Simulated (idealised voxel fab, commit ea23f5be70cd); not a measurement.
process module | voxel transistor to metal
cross-section cut | 215 nm wide | cells 5 nm
A cross-section is a grid of square cells, given in bands from the top down. A band is one or more rows of cells.
Each band's line starts with the height of the band's top and of its bottom, in nm. Then come its materials from left to right, each with its width in nm. One material with "throughout" fills the band from edge to edge. "air" is empty space.
Height 0 is the level under which the wafer as received is all one material. The lowest band goes on downwards, as in "0 down".
A width such as "30 to 40" changes by the same amount from each row of cells to the next, from the band's top row to its bottom row.
"no change" after a step means that no cell of the cross-section changed.
closed voids: empty space of 8 cells or more with no open way to the top, each as width x height at its distance from the left edge, in nm
after a step's settings: what the simulator itself notes on the step
overlay nm, on a step with a mask: how far to the right of its planned place the mask lay; to the left if negative
plan
1 op RECEIVE | material Si
2 op CONFORMAL_DEP | material SiO2 | thk nm 5
3 op CONFORMAL_DEP | material SiN | thk nm 10
4 op PATTERN | tone cover | mask id ACTIVE | material resist | width nm 110 | thk nm 15 | overlay nm 0
5 op DIRECTIONAL_ETCH | etch materials SiN | depth nm 10
6 op DIRECTIONAL_ETCH | etch materials SiO2 | depth nm 5
7 op DIRECTIONAL_ETCH | etch materials Si | depth nm 20
8 op STRIP | etch materials resist
9 op OXIDIZE | depth nm 5
10 op FILL_DEP | material SiO2 | thk nm 15
11 op CMP | height nm 15
12 op SELECTIVE_ETCH | etch materials SiO2 | depth nm 5
13 op STRIP | etch materials SiN
14 op SELECTIVE_ETCH | etch materials SiO2 | depth nm 5
15 op OXIDIZE | depth nm 5
16 op DIRECTIONAL_DEP | material polySi | thk nm 30
17 op DIRECTIONAL_DEP | material SiCN | thk nm 10
18 op PATTERN | tone cover | mask id GATE | material resist | width nm 20 | thk nm 15 | overlay nm 0
19 op DIRECTIONAL_ETCH | etch materials SiCN | depth nm 20
20 op DIRECTIONAL_ETCH | etch materials polySi | depth nm 40
21 op STRIP | etch materials resist
22 op CONFORMAL_DEP | material SiN | thk nm 10
23 op DIRECTIONAL_ETCH | etch materials SiN | depth nm 10
24 op DIRECTIONAL_ETCH | etch materials SiO2 | depth nm 5
25 op DIRECTIONAL_ETCH | etch materials Si | depth nm 10
26 op EPI | material pSi | thk nm 10
27 op FILL_DEP | material SiO2 | thk nm 5
28 op CMP | height nm 40
29 op DIRECTIONAL_DEP | material SiO2 | thk nm 10
30 op PATTERN | tone open | mask id CONTACT | material resist | width nm 20 | pitch nm 80 | thk nm 20 | overlay nm 0
31 op DIRECTIONAL_ETCH | etch materials SiO2 | depth nm 55
32 op STRIP | etch materials resist
33 op CONFORMAL_DEP | material TiN | thk nm 5
34 op FILL_DEP | material Ru | thk nm 5
35 op CMP | height nm 50
36 op CONFORMAL_DEP | material SiCN | thk nm 5
37 op DIRECTIONAL_DEP | material lowk | thk nm 20
38 op PATTERN | tone open | mask id METAL_1 | material resist | width nm 20 | pitch nm 80 | thk nm 15 | overlay nm 0
39 op DIRECTIONAL_ETCH | etch materials lowk | depth nm 20
40 op DIRECTIONAL_ETCH | etch materials SiCN | depth nm 5
41 op STRIP | etch materials resist
42 op CONFORMAL_DEP | material TiN | thk nm 5
43 op FILL_DEP | material Cu | thk nm 10
44 op CMP | height nm 75
45 op CONFORMAL_DEP | material SiCN | thk nm 5
46 op DIRECTIONAL_DEP | material SiO2 | thk nm 35
47 op DIRECTIONAL_DEP | material aC | thk nm 15
48 op PATTERN | tone open | mask id METAL_2_HOLES | material resist | width nm 15 | pitch nm 80 | thk nm 35 | overlay nm 0
49 op DIRECTIONAL_ETCH | etch materials aC | depth nm 15
50 op STRIP | etch materials resist
51 op DIRECTIONAL_ETCH | etch materials SiO2 | depth nm 35
52 op STRIP | etch materials aC
53 op MASKED_ETCH | tone open | mask id METAL_2 | width nm 20 | pitch nm 80 | etch materials SiO2 | depth nm 20 | overlay nm 0
54 op MASKED_ETCH | tone open | mask id METAL_2 | width nm 20 | pitch nm 80 | etch materials SiCN | depth nm 5 | overlay nm 0
55 op CONFORMAL_DEP | material TiN | thk nm 5
56 op FILL_DEP | material Ru | thk nm 5
57 op CMP | height nm 115
58 op CONFORMAL_DEP | material SiCN | thk nm 5
as received, after step 1
  0 down: Si throughout
  closed voids: none
first wafer at the end, as planned
  120 to 115: SiCN throughout
  115 to 100: SiO2 55 | TiN 5 | Ru 10 | TiN 5 | SiO2 60 | TiN 5 | Ru 10 | TiN 5 | SiO2 60
  100 to 95: SiO2 55 | TiN 5 | Ru 5 | TiN 10 | SiO2 60 | TiN 5 | Ru 5 | TiN 10 | SiO2 60
  95 to 80: SiO2 55 | TiN 5 | Ru 5 | TiN 5 | SiO2 65 | TiN 5 | Ru 5 | TiN 5 | SiO2 65
  80 to 75: SiCN 55 | TiN 15 | SiCN 65 | TiN 15 | SiCN 65
  75 to 55: lowk 55 | TiN 5 | Cu 10 | TiN 5 | lowk 60 | TiN 5 | Cu 10 | TiN 5 | lowk 60
  55 to 50: SiCN 55 | TiN 20 | SiCN 60 | TiN 20 | SiCN 60
  50 to 40: SiO2 55 | TiN 5 | Ru 10 | TiN 5 | SiO2 60 | TiN 5 | Ru 10 | TiN 5 | SiO2 60
  40 to 30: SiO2 55 | TiN 5 | Ru 10 | TiN 5 | SiO2 10 | SiN 10 | SiCN 20 | SiN 10 | SiO2 10 | TiN 5 | Ru 10 | TiN 5 | SiO2 60
  30 to 5: SiO2 55 | TiN 5 | Ru 10 | TiN 5 | SiO2 10 | SiN 10 | polySi 20 | SiN 10 | SiO2 10 | TiN 5 | Ru 10 | TiN 5 | SiO2 60
  5 to 0: SiO2 45 | SiN 10 | TiN 5 | Ru 10 | TiN 5 | pSi 10 | SiN 10 | polySi 20 | SiN 10 | pSi 10 | TiN 5 | Ru 10 | TiN 5 | SiN 10 | SiO2 50
  0 to -5: SiO2 55 | TiN 20 | pSi 10 | SiO2 40 | pSi 10 | TiN 20 | SiO2 60
  -5 to -15: SiO2 55 | pSi 30 | Si 40 | pSi 30 | SiO2 60
  -15 to -25: SiO2 55 | Si 100 | SiO2 60
  -25 down: Si throughout
  closed voids: none
second wafer at the end: like start, like plan, one mistake
  120 to 115: SiCN throughout
  115 to 100: SiO2 55 | TiN 5 | Ru 10 | TiN 5 | SiO2 60 | TiN 5 | Ru 10 | TiN 5 | SiO2 60
  100 to 95: SiO2 55 | TiN 5 | Ru 5 | TiN 10 | SiO2 60 | TiN 5 | Ru 5 | TiN 10 | SiO2 60
  95 to 80: SiO2 55 | TiN 5 | Ru 5 | TiN 5 | SiO2 65 | TiN 5 | Ru 5 | TiN 5 | SiO2 65
  80 to 75: SiCN 55 | TiN 15 | SiCN 65 | TiN 15 | SiCN 65
  75 to 55: lowk 55 | TiN 5 | Cu 10 | TiN 5 | lowk 60 | TiN 5 | Cu 10 | TiN 5 | lowk 60
  55 to 50: SiCN 55 | TiN 20 | SiCN 60 | TiN 20 | SiCN 60
  50 to 40: SiO2 55 | TiN 5 | Ru 10 | TiN 5 | SiO2 60 | TiN 5 | Ru 10 | TiN 5 | SiO2 60
  40 to 30: SiO2 55 | TiN 5 | Ru 10 | TiN 5 | SiO2 10 | SiN 10 | SiCN 20 | SiN 10 | SiO2 10 | TiN 5 | Ru 10 | TiN 5 | SiO2 60
  30 to 5: SiO2 55 | TiN 5 | Ru 10 | TiN 5 | SiO2 10 | SiN 10 | polySi 20 | SiN 10 | SiO2 10 | TiN 5 | Ru 10 | TiN 5 | SiO2 60
  5 to 0: SiO2 45 | SiN 10 | TiN 5 | Ru 10 | TiN 5 | pSi 10 | SiN 10 | polySi 20 | SiN 10 | pSi 10 | TiN 5 | Ru 10 | TiN 5 | SiN 10 | SiO2 50
  0 to -5: SiO2 55 | TiN 20 | pSi 10 | SiO2 40 | pSi 10 | TiN 20 | SiO2 60
  -5 to -15: SiO2 55 | pSi 30 | Si 40 | pSi 30 | SiO2 60
  -15 to -45: SiO2 55 | Si 100 | SiO2 60
  -45 down: Si throughout
  closed voids: none
what went wrong: step 7 was run twice
at the end the second wafer has, in cells: 92 fewer of Si | 92 more of SiO2
